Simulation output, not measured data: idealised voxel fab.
The process module that follows is named voxel fin reveal.
We display cut, a cross-section 285 nm in width whose square cells are each 5 nm.
Cross-section format: a grid of square cells, given as bands from top to bottom; each band is one or more rows of cells. Within each band entry, the heights of the top and of the bottom of the band appear first, in that order and in nm; the materials of the band then follow from left to right, each with its corresponding width in nm. The designation "throughout" on a single material indicates that it fills the band from edge to edge; the designation "empty" indicates empty space. Heights from 0 (as-received wafer is one material below). Bottom band endless downward, as "0 down". Top row gets the first number, bottom row gets the second, and each row in between changes by the same step: that is how a band width like "30..40" works. Key: "same as before" - step with no changed cell in the cross-section. You'll see "Closed empty spaces" listing empty spaces that have no way open to the top, as long as they're 8 cells or more; the notation is width x height at distance, where the distance is from the left edge, and all of it is in nm. Post-settings text on a step line: simulator's own remark regarding the step. What "overlay nm" on a step's line means: if the step has a mask, that mask lay this far to the right of its planned place, or, when the value is negative, to the left.

Planned step list for the process:
1. RECEIVE, material Si
2. CONFORMAL_DEP, material SiN, thk nm 10
3. MASKED_ETCH, tone cover, mask id FINS, width nm 15, pitch nm 40, etch materials SiN, depth nm 10, overlay nm 0
4. MASKED_ETCH, tone cover, mask id FINS, width nm 15, pitch nm 40, etch materials Si, depth nm 35, overlay nm 0
5. FILL_DEP, material SiO2, thk nm 10
6. CMP, height nm 10
7. SELECTIVE_ETCH, etch materials SiO2, depth nm 20
8. STRIP, etch materials SiN
9. CONFORMAL_DEP, material SiO2, thk nm 5

On the first of the two wafers: run conducted according to plan:

Shown in cross-section is the wafer as received, that is, as it stands after step 1:
0 down  Si throughout
Closed empty spaces: none

Wafer section view after processing step 2:
10 to 0  SiN throughout
Lower than 0, everything is as it was.

Wafer section view after processing step 3:
10 to 0  empty (95) | SiN (15) | empty (25) | SiN (15) | empty (25) | SiN (15) | empty (95)
Lower than 0, everything is as it was.

Wafer section view after processing step 4:
10 to 0  empty (95) | SiN (15) | empty (25) | SiN (15) | empty (25) | SiN (15) | empty (95)
0 to -35  empty (95) | Si (15) | empty (25) | Si (15) | empty (25) | Si (15) | empty (95)
Lower than -35, everything is as it was.

Wafer section view after processing step 5:
20 to 10  SiO2 throughout
10 to 0  SiO2 (95) | SiN (15) | SiO2 (25) | SiN (15) | SiO2 (25) | SiN (15) | SiO2 (95)
0 to -35  SiO2 (95) | Si (15) | SiO2 (25) | Si (15) | SiO2 (25) | Si (15) | SiO2 (95)
Lower than -35, everything is as it was.

Wafer section view after processing step 6:
10 to 0  SiO2 (95) | SiN (15) | SiO2 (25) | SiN (15) | SiO2 (25) | SiN (15) | SiO2 (95)
Lower than 0, everything is as it was.

Wafer section view after processing step 7:
10 to 0  empty (95) | SiN (15) | empty (25) | SiN (15) | empty (25) | SiN (15) | empty (95)
0 to -10  empty (95) | Si (15) | empty (25) | Si (15) | empty (25) | Si (15) | empty (95)
Lower than -10, everything is as it was.

Wafer section view after processing step 8:
0 to -10  empty (95) | Si (15) | empty (25) | Si (15) | empty (25) | Si (15) | empty (95)
Lower than -10, everything is as it was.

Wafer section view after processing step 9:
5 to 0  empty (90) | SiO2 (25) | empty (15) | SiO2 (25) | empty (15) | SiO2 (25) | empty (90)
0 to -5  empty (90) | SiO2 (5) | Si (15) | SiO2 (5) | empty (15) | SiO2 (5) | Si (15) | SiO2 (5) | empty (15) | SiO2 (5) | Si (15) | SiO2 (5) | empty (90)
-5 to -35  SiO2 (95) | Si (15) | SiO2 (25) | Si (15) | SiO2 (25) | Si (15) | SiO2 (95)
Lower than -35, everything is as it was.

The remaining wafer, second of the two, started like the first and was run to the same plan, except that one mistake was made along the way; the two coincide through step 3, inclusive:

The second wafer cut through, at the time step 4 was supposed to be finished:
10 to 0  empty (95) | SiN (15) | empty (25) | SiN (15) | empty (25) | SiN (15) | empty (95)
0 to -30  empty (95) | Si (15) | empty (25) | Si (15) | empty (25) | Si (15) | empty (95)
Lower than -30, everything is as it was.

The second wafer cut through, at the time step 5 was supposed to be finished:
20 to 10  SiO2 throughout
10 to 0  SiO2 (95) | SiN (15) | SiO2 (25) | SiN (15) | SiO2 (25) | SiN (15) | SiO2 (95)
0 to -30  SiO2 (95) | Si (15) | SiO2 (25) | Si (15) | SiO2 (25) | Si (15) | SiO2 (95)
Lower than -30, everything is as it was.

The second wafer cut through, at the time step 6 was supposed to be finished:
10 to 0  SiO2 (95) | SiN (15) | SiO2 (25) | SiN (15) | SiO2 (25) | SiN (15) | SiO2 (95)
Lower than 0, everything is as it was.

The second wafer cut through, at the time step 7 was supposed to be finished:
10 to 0  empty (95) | SiN (15) | empty (25) | SiN (15) | empty (25) | SiN (15) | empty (95)
0 to -10  empty (95) | Si (15) | empty (25) | Si (15) | empty (25) | Si (15) | empty (95)
Lower than -10, everything is as it was.

The second wafer cut through, at the time step 8 was supposed to be finished:
0 to -10  empty (95) | Si (15) | empty (25) | Si (15) | empty (25) | Si (15) | empty (95)
Lower than -10, everything is as it was.

The second wafer cut through, at the time step 9 was supposed to be finished:
5 to 0  empty (90) | SiO2 (25) | empty (15) | SiO2 (25) | empty (15) | SiO2 (25) | empty (90)
0 to -5  empty (90) | SiO2 (5) | Si (15) | SiO2 (5) | empty (15) | SiO2 (5) | Si (15) | SiO2 (5) | empty (15) | SiO2 (5) | Si (15) | SiO2 (5) | empty (90)
-5 to -30  SiO2 (95) | Si (15) | SiO2 (25) | Si (15) | SiO2 (25) | Si (15) | SiO2 (95)
Lower than -30, everything is as it was.
Nonconformance to the process plan: step 4 changed vs plan, executed as MASKED_ETCH, tone cover, mask id FINS, width nm 15, pitch nm 40, etch materials Si, depth nm 30, overlay nm 0
Cell-count delta at end, second wafer over first, by material: Si +48 | SiO2 -48
